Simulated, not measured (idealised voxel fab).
process module | voxel capacitor over wiring
cross-section cut | 270 nm wide | cells 5 nm
A cross-section is a grid of square cells, given in bands from the top down. A band is one or more rows of cells.
Each band's line starts with the height of the band's top and of its bottom, in nm. Then come its materials from left to right, each with its width in nm. One material with "throughout" fills the band from edge to edge. "air" is empty space.
Height 0 is the level under which the wafer as received is all one material. The lowest band goes on downwards, as in "0 down".
A width such as "30 to 40" changes by the same amount from each row of cells to the next, from the band's top row to its bottom row.
"no change" after a step means that no cell of the cross-section changed.
closed voids: empty space of 8 cells or more with no open way to the top, each as width x height at its distance from the left edge, in nm
after a step's settings: what the simulator itself notes on the step
overlay nm, on a step with a mask: how far to the right of its planned place the mask lay; to the left if negative
plan
1 op RECEIVE | material Si
2 op CONFORMAL_DEP | material SiO2 | thk nm 15
3 op CONFORMAL_DEP | material SiN | thk nm 5
4 op DIRECTIONAL_DEP | material SiO2 | thk nm 20
5 op DIRECTIONAL_DEP | material aC | thk nm 15
6 op PATTERN | tone open | mask id METAL_1 | material resist | width nm 30 | pitch nm 80 | thk nm 35 | overlay nm 0
7 op DIRECTIONAL_ETCH | etch materials aC | depth nm 15
8 op STRIP | etch materials resist
9 op DIRECTIONAL_ETCH | etch materials SiO2 | depth nm 20
10 op DIRECTIONAL_ETCH | etch materials SiN | depth nm 5
11 op STRIP | etch materials aC
12 op CONFORMAL_DEP | material TiN | thk nm 5
13 op FILL_DEP | material Cu | thk nm 5
14 op CMP | height nm 40
15 op CONFORMAL_DEP | material SiCN | thk nm 5
16 op DIRECTIONAL_DEP | material lowk | thk nm 20
17 op MASKED_ETCH | tone open | mask id PLUG_1 | width nm 15 | etch materials lowk | depth nm 20 | overlay nm 0
18 op MASKED_ETCH | tone open | mask id PLUG_1 | width nm 15 | etch materials SiCN | depth nm 5 | overlay nm 0
19 op CONFORMAL_DEP | material TiN | thk nm 5
20 op FILL_DEP | material Cu | thk nm 5
21 op CMP | height nm 65
22 op DIRECTIONAL_DEP | material TiN | thk nm 10
23 op DIRECTIONAL_DEP | material HfO2 | thk nm 5
24 op DIRECTIONAL_DEP | material TiN | thk nm 5
25 op PATTERN | tone cover | mask id UPPER_PLATE | material resist | width nm 55 | thk nm 15 | overlay nm 0
26 op DIRECTIONAL_ETCH | etch materials TiN | depth nm 5
27 op DIRECTIONAL_ETCH | etch materials HfO2 | depth nm 5
28 op STRIP | etch materials resist
29 op DIRECTIONAL_DEP | material aC | thk nm 10
30 op PATTERN | tone cover | mask id LOWER_PLATE | material resist | width nm 65 | thk nm 25 | overlay nm -15
31 op DIRECTIONAL_ETCH | etch materials aC | depth nm 10
32 op STRIP | etch materials resist
33 op DIRECTIONAL_ETCH | etch materials TiN | depth nm 10
34 op STRIP | etch materials aC
35 op FILL_DEP | material SiO2 | thk nm 15
36 op CMP | height nm 95
37 op DIRECTIONAL_DEP | material aC | thk nm 10
38 op PATTERN | tone open | mask id PLUG_2 | material resist | width nm 15 | thk nm 30 | overlay nm 0
39 op DIRECTIONAL_ETCH | etch materials aC | depth nm 10
40 op STRIP | etch materials resist
41 op DIRECTIONAL_ETCH | etch materials SiO2 | depth nm 10
42 op STRIP | etch materials aC
43 op CONFORMAL_DEP | material TiN | thk nm 5
44 op FILL_DEP | material Ru | thk nm 5
45 op CMP | height nm 95
46 op CONFORMAL_DEP | material SiN | thk nm 5
varied across the wafers: overlay nm of step 30. The plan shows the first wafer's value. All wafers start alike
first wafer as received, after step 1
  0 down: Si throughout
  closed voids: none
each wafer at the end: cells of each material gained (+) or lost (-) since it was received, then its closed voids
overlay nm -15 | +36 Cu | +11 HfO2 | +1 Ru | +51 SiCN | +96 SiN | +598 SiO2 | +83 TiN | +204 lowk | closed voids: none
overlay nm -10 | +36 Cu | +11 HfO2 | +1 Ru | +51 SiCN | +96 SiN | +599 SiO2 | +82 TiN | +204 lowk | closed voids: none
overlay nm -5 | +36 Cu | +11 HfO2 | +1 Ru | +51 SiCN | +96 SiN | +600 SiO2 | +81 TiN | +204 lowk | closed voids: none
overlay nm 0 | +36 Cu | +11 HfO2 | +1 Ru | +51 SiCN | +96 SiN | +600 SiO2 | +81 TiN | +204 lowk | closed voids: none
overlay nm 5 | +36 Cu | +11 HfO2 | +1 Ru | +51 SiCN | +96 SiN | +600 SiO2 | +81 TiN | +204 lowk | closed voids: none
overlay nm 10 | +36 Cu | +11 HfO2 | +1 Ru | +51 SiCN | +96 SiN | +599 SiO2 | +82 TiN | +204 lowk | closed voids: none
overlay nm 15 | +36 Cu | +11 HfO2 | +1 Ru | +51 SiCN | +96 SiN | +598 SiO2 | +83 TiN | +204 lowk | closed voids: none
